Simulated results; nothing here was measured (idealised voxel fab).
This section sets out a process module, namely voxel self aligned contacts.
Square cells of 5 nm make up the cross-section cut, whose width is 195 nm.
Cross-section format: a grid of square cells, given as bands from top to bottom; each band is one or more rows of cells. Each band's line starts with the height of the band's top and of its bottom, in nm. Then come its materials from left to right, each with its width in nm. One material with "edge to edge" fills the band from edge to edge. "air" is empty space. A quick word on heights: they are counted from 0, and under that level the wafer as it came to us is one material throughout. The lowest band is different from the rest in having no bottom; it simply continues downward, written as in "0 nm and below". A two-number width, for instance "30->40", indicates that the width is equal to the first number in the top row of the band and to the second number in the bottom row, and that it changes by a constant amount per row of cells. Step note "remained unchanged" = no cross-section cell changed. Enclosed voids (no open way to top), threshold 8 cells or more, entry "Cavities, sealed", notation width x height at distance, distance from left edge, nm. Whatever follows a step's settings on its line is a remark the simulator itself makes about that step. If you see "overlay nm" on a step's line and that step has a mask, it's telling you how far right of where it was planned the mask ended up; a negative number means it went left instead.
[Process steps - plan]
1. RECEIVE,material Si
2. CONFORMAL_DEP,material SiO2,thk nm 5
3. DIRECTIONAL_DEP,material polySi,thk nm 30
4. DIRECTIONAL_DEP,material SiN,thk nm 15
5. PATTERN,tone cover,mask id GATE,material resist,width nm 30,pitch nm 65,thk nm 15,overlay nm 0
6. DIRECTIONAL_ETCH,etch materials SiN,depth nm 15
7. DIRECTIONAL_ETCH,etch materials polySi,depth nm 30
8. STRIP,etch materials resist
9. CONFORMAL_DEP,material SiN,thk nm 5
10. DIRECTIONAL_ETCH,etch materials SiN,depth nm 5
11. FILL_DEP,material SiO2,thk nm 15
12. CMP,height nm 60
13. MASKED_ETCH,tone open,mask id CONTACT,width nm 45,pitch nm 65,etch materials SiO2,depth nm 60,overlay nm 0
14. CONFORMAL_DEP,material TiN,thk nm 5
15. FILL_DEP,material Ru,thk nm 5
16. CMP,height nm 60
17. CONFORMAL_DEP,material SiCN,thk nm 5
[As-received state of the wafer in cross-section, equivalent to post-step 1]
* 0 nm and below | Si edge to edge
* Cavities, sealed: none
[Cross-sectional image of the first of two wafers at the end of the module, the run having proceeded as planned]
* 65 nm to 60 nm | SiCN edge to edge
* 60 nm to 50 nm | SiO2 (40)  TiN (5->15)  Ru (35->15)  TiN (5->15)  SiO2 (20)  TiN (5->15)  Ru (35->15)  TiN (5->15)  SiO2 (45)
* 50 nm to 35 nm | SiO2 (10)  SiN (40)  TiN (5)  Ru (15)  TiN (5)  SiN (40)  TiN (5)  Ru (15)  TiN (5)  SiN (40)  SiO2 (15)
* 35 nm to 5 nm | SiO2 (10)  SiN (5)  polySi (30)  SiN (5)  TiN (5)  Ru (15)  TiN (5)  SiN (5)  polySi (30)  SiN (5)  TiN (5)  Ru (15)  TiN (5)  SiN (5)  polySi (30)  SiN (5)  SiO2 (15)
* 5 nm to 0 nm | SiO2 (50)  TiN (25)  SiO2 (40)  TiN (25)  SiO2 (55)
* 0 nm and below | Si edge to edge
* Cavities, sealed: none
[Now the second wafer, cross-sectioned at the end of the module. Nothing different at the start, nothing different in the plan compared with the first, just one mistake when it was actually run]
* 65 nm to 60 nm | SiCN edge to edge
* 60 nm to 50 nm | SiO2 (40)  TiN (5->20)  Ru (35->15)  TiN (5->10)  SiO2 (20)  TiN (5->20)  Ru (35->15)  TiN (5->10)  SiO2 (45)
* 50 nm to 35 nm | SiO2 (15)  SiN (40)  TiN (5)  Ru (15)  TiN (5)  SiN (40)  TiN (5)  Ru (15)  TiN (5)  SiN (40)  SiO2 (10)
* 35 nm to 5 nm | SiO2 (15)  SiN (5)  polySi (30)  SiN (5)  TiN (5)  Ru (15)  TiN (5)  SiN (5)  polySi (30)  SiN (5)  TiN (5)  Ru (15)  TiN (5)  SiN (5)  polySi (30)  SiN (5)  SiO2 (10)
* 5 nm to 0 nm | SiO2 (55)  TiN (25)  SiO2 (40)  TiN (25)  SiO2 (50)
* 0 nm and below | Si edge to edge
* Cavities, sealed: none
Want to know what went wrong? step 5 ran as: PATTERN,tone cover,mask id GATE,material resist,width nm 30,pitch nm 65,thk nm 15,overlay nm 5
at the end the second wafer has, in cells: as many of each material as the first, in other places
